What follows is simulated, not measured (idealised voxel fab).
Process module heading - voxel wiring stack
It is cross-section cut that appears here, measuring 225 nm in width, its square cells being 5 nm in size.
Think of the cross-section as a grid of square cells. We describe it in bands, top to bottom, and each band covers one or more rows of those cells.
The band entry comprises the height of the band's top followed by the height of its bottom, expressed in nm, and subsequently the band's materials from left to right, each stated together with its width in nm. Where a single material is marked with the word "everywhere", that material fills the band from edge to edge. The word "empty" represents empty space.
Heights are reckoned from 0. Under this level, the received wafer is all of one material. The bottommost band is open-ended downward, for example "0 -> down".
Think of "30 to 40" as a width that walks from the first number to the second as you go down the band, top row to bottom row, taking equal-sized steps from row to row.
Step marked "nothing got changed"? Then no cell in the cross-section changed in it.
Entry "Enclosed voids" = empty spaces >= 8 cells with no open way to the top; each as width x height at distance, distance from left edge, all nm.
What comes after the settings on a step's line is commentary from the simulator itself on that step.
On any step carrying a mask, the "overlay nm" setting, if present on the step's line, tells how far right of its planned place the mask lay; negative values point to the left.

Intended process steps:
| 1 | RECEIVE,material Si |
| 2 | CONFORMAL_DEP,material SiO2,thk nm 15 |
| 3 | CONFORMAL_DEP,material SiCN,thk nm 5 |
| 4 | DIRECTIONAL_DEP,material SiO2,thk nm 25 |
| 5 | PATTERN,tone open,mask id METAL_1,material resist,width nm 25,pitch nm 45,thk nm 15,overlay nm 0 |
| 6 | DIRECTIONAL_ETCH,etch materials SiO2,depth nm 25 |
| 7 | DIRECTIONAL_ETCH,etch materials SiCN,depth nm 5 |
| 8 | STRIP,etch materials resist |
| 9 | CONFORMAL_DEP,material TiN,thk nm 5 |
| 10 | FILL_DEP,material W,thk nm 5 |
| 11 | CMP,height nm 45 |
| 12 | CONFORMAL_DEP,material SiCN,thk nm 5 |
| 13 | DIRECTIONAL_DEP,material lowk,thk nm 25 |
| 14 | PATTERN,tone open,mask id METAL_2,material resist,width nm 25,pitch nm 45,thk nm 15,overlay nm 0 |
| 15 | DIRECTIONAL_ETCH,etch materials lowk,depth nm 15 |
| 16 | STRIP,etch materials resist |
| 17 | PATTERN,tone open,mask id METAL_2_HOLES,material resist,width nm 15,pitch nm 45,thk nm 15,overlay nm 0 |
| 18 | DIRECTIONAL_ETCH,etch materials lowk,depth nm 10 |
| 19 | DIRECTIONAL_ETCH,etch materials SiCN,depth nm 5 |
| 20 | STRIP,etch materials resist |
| 21 | CONFORMAL_DEP,material TiN,thk nm 5 |
| 22 | FILL_DEP,material Cu,thk nm 5 |
| 23 | CMP,height nm 75 |
| 24 | CONFORMAL_DEP,material SiCN,thk nm 5 |
| 25 | DIRECTIONAL_DEP,material SiO2,thk nm 15 |
| 26 | PATTERN,tone open,mask id PLUG_2,material resist,width nm 15,pitch nm 90,thk nm 15,overlay nm 0 |
| 27 | DIRECTIONAL_ETCH,etch materials SiO2,depth nm 15 |
| 28 | DIRECTIONAL_ETCH,etch materials SiCN,depth nm 5 |
| 29 | STRIP,etch materials resist |
| 30 | CONFORMAL_DEP,material TiN,thk nm 5 |
| 31 | FILL_DEP,material Cu,thk nm 5 |
| 32 | CMP,height nm 95 |
| 33 | DIRECTIONAL_DEP,material TiN,thk nm 5 |
| 34 | DIRECTIONAL_DEP,material W,thk nm 20 |
| 35 | DIRECTIONAL_DEP,material aC,thk nm 10 |
| 36 | PATTERN,tone cover,mask id METAL_3,material resist,width nm 25,pitch nm 45,thk nm 25,overlay nm 0 |
| 37 | DIRECTIONAL_ETCH,etch materials aC,depth nm 10 |
| 38 | STRIP,etch materials resist |
| 39 | DIRECTIONAL_ETCH,etch materials W,depth nm 20 |
| 40 | DIRECTIONAL_ETCH,etch materials TiN,depth nm 5 |
| 41 | STRIP,etch materials aC |
| 42 | CONFORMAL_DEP,material SiCN,thk nm 5 |
| 43 | FILL_DEP,material SiO2,thk nm 10 |
| 44 | CMP,height nm 120 |
| 45 | CONFORMAL_DEP,material SiCN,thk nm 5 |
| 46 | DIRECTIONAL_DEP,material lowk,thk nm 25 |
| 47 | PATTERN,tone open,mask id METAL_4,material resist,width nm 25,pitch nm 45,thk nm 15,overlay nm 0 |
| 48 | DIRECTIONAL_ETCH,etch materials lowk,depth nm 15 |
| 49 | STRIP,etch materials resist |
| 50 | DIRECTIONAL_DEP,material aC,thk nm 10 |
| 51 | PATTERN,tone open,mask id METAL_4_HOLES,material resist,width nm 15,pitch nm 45,thk nm 30,overlay nm 0 |
| 52 | DIRECTIONAL_ETCH,etch materials aC,depth nm 10 |
| 53 | STRIP,etch materials resist |
| 54 | DIRECTIONAL_ETCH,etch materials lowk,depth nm 10 |
| 55 | DIRECTIONAL_ETCH,etch materials SiCN,depth nm 5 |
| 56 | STRIP,etch materials aC |
| 57 | CONFORMAL_DEP,material TiN,thk nm 5 |
| 58 | FILL_DEP,material Ru,thk nm 10 |
| 59 | CMP,height nm 150 |
| 60 | CONFORMAL_DEP,material SiCN,thk nm 5 |
Wafers differ in width nm at step 51; plan lists the first wafer's value; identical starting state.

Cross-section of the first of several wafers on receipt, reflecting completion of step 1:
> 0 -> down = Si everywhere
> Enclosed voids: none

The table below has one row for each wafer; a row shows, as of the end of the module, how many cells of each material the wafer has gained, marked (+), or lost, marked (-), since it was received, and then the wafer's closed voids:
width nm 15 | +42 Cu | +36 Ru | +232 SiCN | +445 SiO2 | +218 TiN | +140 W | +282 lowk | Enclosed voids: none
width nm 20 | +42 Cu | +48 Ru | +228 SiCN | +445 SiO2 | +218 TiN | +140 W | +274 lowk | Enclosed voids: none
width nm 25 | +42 Cu | +52 Ru | +228 SiCN | +445 SiO2 | +222 TiN | +140 W | +266 lowk | Enclosed voids: none
width nm 30 | +42 Cu | +64 Ru | +224 SiCN | +445 SiO2 | +222 TiN | +140 W | +258 lowk | Enclosed voids: none
